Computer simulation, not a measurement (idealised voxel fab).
Documented hereafter: the process module known as voxel capacitor over wiring.
Displayed cross-section: cut, width of 275 nm, square cells sized 5 nm.
Square cells in a grid make up a cross-section in this document, and the grid is given as bands, listed from the top down, each one or more rows of cells.
Per band: top height and bottom height in nm, followed by the left-to-right materials and their widths in nm; "full width" marks a single material spanning edge to edge, "empty" marks empty space.
Heights are measured from 0, the level below which the as-received wafer is all one material; the lowest band has no bottom and continues downward, written as in "top 0, no bottom".
The width entry "30->40" should be interpreted row by row: the top row of cells in the band takes the first number, the bottom row takes the second number, and the change between adjacent rows is uniform throughout.
"no modification", as given for a step, is the statement that not any cell of the cross-section underwent a change during that step.
Heads up: "Closed void list" only lists the empty pockets with no open path to the top that are 8 cells or more, and it writes them as width x height at distance, distance from the left edge, in nm.
It should be noted that, on the line of a given step, the content following the step's settings is a remark produced by the simulator itself with respect to that step.
overlay nm: mask offset rightward from planned place, masked step; negative means leftward offset.
LISTED BELOW ARE THE PROCESS STEPS AS PLANNED
1. op RECEIVE | material Si
2. op CONFORMAL_DEP | material SiO2 | thk nm 15
3. op CONFORMAL_DEP | material SiCN | thk nm 5
4. op DIRECTIONAL_DEP | material lowk | thk nm 25
5. op PATTERN | tone open | mask id METAL_1 | material resist | width nm 20 | pitch nm 80 | thk nm 15 | overlay nm 0
6. op DIRECTIONAL_ETCH | etch materials lowk | depth nm 25
7. op DIRECTIONAL_ETCH | etch materials SiCN | depth nm 5
8. op STRIP | etch materials resist
9. op CONFORMAL_DEP | material TiN | thk nm 5
10. op FILL_DEP | material W | thk nm 10
11. op CMP | height nm 45
12. op EPI | material Ru | thk nm 5
13. op FILL_DEP | material SiCN | thk nm 5
14. op DIRECTIONAL_DEP | material SiO2 | thk nm 10
15. op PATTERN | tone open | mask id PLUG_1 | material resist | width nm 15 | thk nm 15 | overlay nm 0
16. op DIRECTIONAL_ETCH | etch materials SiO2 | depth nm 10
17. op DIRECTIONAL_ETCH | etch materials SiCN | depth nm 5
18. op STRIP | etch materials resist
19. op CONFORMAL_DEP | material TiN | thk nm 5
20. op FILL_DEP | material W | thk nm 5
21. op CMP | height nm 65
22. op DIRECTIONAL_DEP | material TiN | thk nm 5
23. op DIRECTIONAL_DEP | material SiN | thk nm 5
24. op DIRECTIONAL_DEP | material TiN | thk nm 10
25. op DIRECTIONAL_DEP | material aC | thk nm 15
26. op PATTERN | tone cover | mask id UPPER_PLATE | material resist | width nm 65 | thk nm 30 | overlay nm 0
27. op DIRECTIONAL_ETCH | etch materials aC | depth nm 15
28. op STRIP | etch materials resist
29. op DIRECTIONAL_ETCH | etch materials TiN | depth nm 10
30. op DIRECTIONAL_ETCH | etch materials SiN | depth nm 5
31. op STRIP | etch materials aC
32. op PATTERN | tone cover | mask id LOWER_PLATE | material resist | width nm 75 | thk nm 15 | overlay nm 0
33. op DIRECTIONAL_ETCH | etch materials TiN | depth nm 5
34. op STRIP | etch materials resist
35. op FILL_DEP | material SiO2 | thk nm 15
36. op CMP | height nm 95
37. op MASKED_ETCH | tone open | mask id PLUG_2 | width nm 15 | etch materials SiO2 | depth nm 10 | overlay nm -15
38. op CONFORMAL_DEP | material TiN | thk nm 5
39. op FILL_DEP | material Ru | thk nm 5
40. op CMP | height nm 95
41. op CONFORMAL_DEP | material SiN | thk nm 5
Variable across wafers: step 37 overlay nm (plan value is that of the first wafer; starting state common to all).
THE FIRST OF SEVERAL WAFERS AS RECEIVED, SHOWN IN CROSS-SECTION; THIS IS ITS STATE AFTER STEP 1
* top 0, no bottom | Si full width
* Closed void list: none
BELOW, A ROW FOR EVERY WAFER. READ IT AS THE END-OF-MODULE PICTURE: FOR EACH MATERIAL THE WAFER SHOWS ITS CELLS GAINED (+) OR LOST (-) SINCE IT WAS RECEIVED, AND THEN ITS CLOSED VOIDS
overlay nm -15; +13 Ru; +142 SiCN; +68 SiN; +539 SiO2; +81 TiN; +22 W; +235 lowk; Closed void list: none
overlay nm -10; +13 Ru; +142 SiCN; +68 SiN; +539 SiO2; +81 TiN; +22 W; +235 lowk; Closed void list: none
overlay nm -5; +13 Ru; +142 SiCN; +68 SiN; +539 SiO2; +81 TiN; +22 W; +235 lowk; Closed void list: none
overlay nm 0; +13 Ru; +142 SiCN; +68 SiN; +539 SiO2; +81 TiN; +22 W; +235 lowk; Closed void list: none
overlay nm 5; +13 Ru; +142 SiCN; +68 SiN; +539 SiO2; +81 TiN; +22 W; +235 lowk; Closed void list: none
overlay nm 10; +13 Ru; +142 SiCN; +68 SiN; +539 SiO2; +81 TiN; +22 W; +235 lowk; Closed void list: none
overlay nm 15; +13 Ru; +142 SiCN; +68 SiN; +539 SiO2; +81 TiN; +22 W; +235 lowk; Closed void list: none
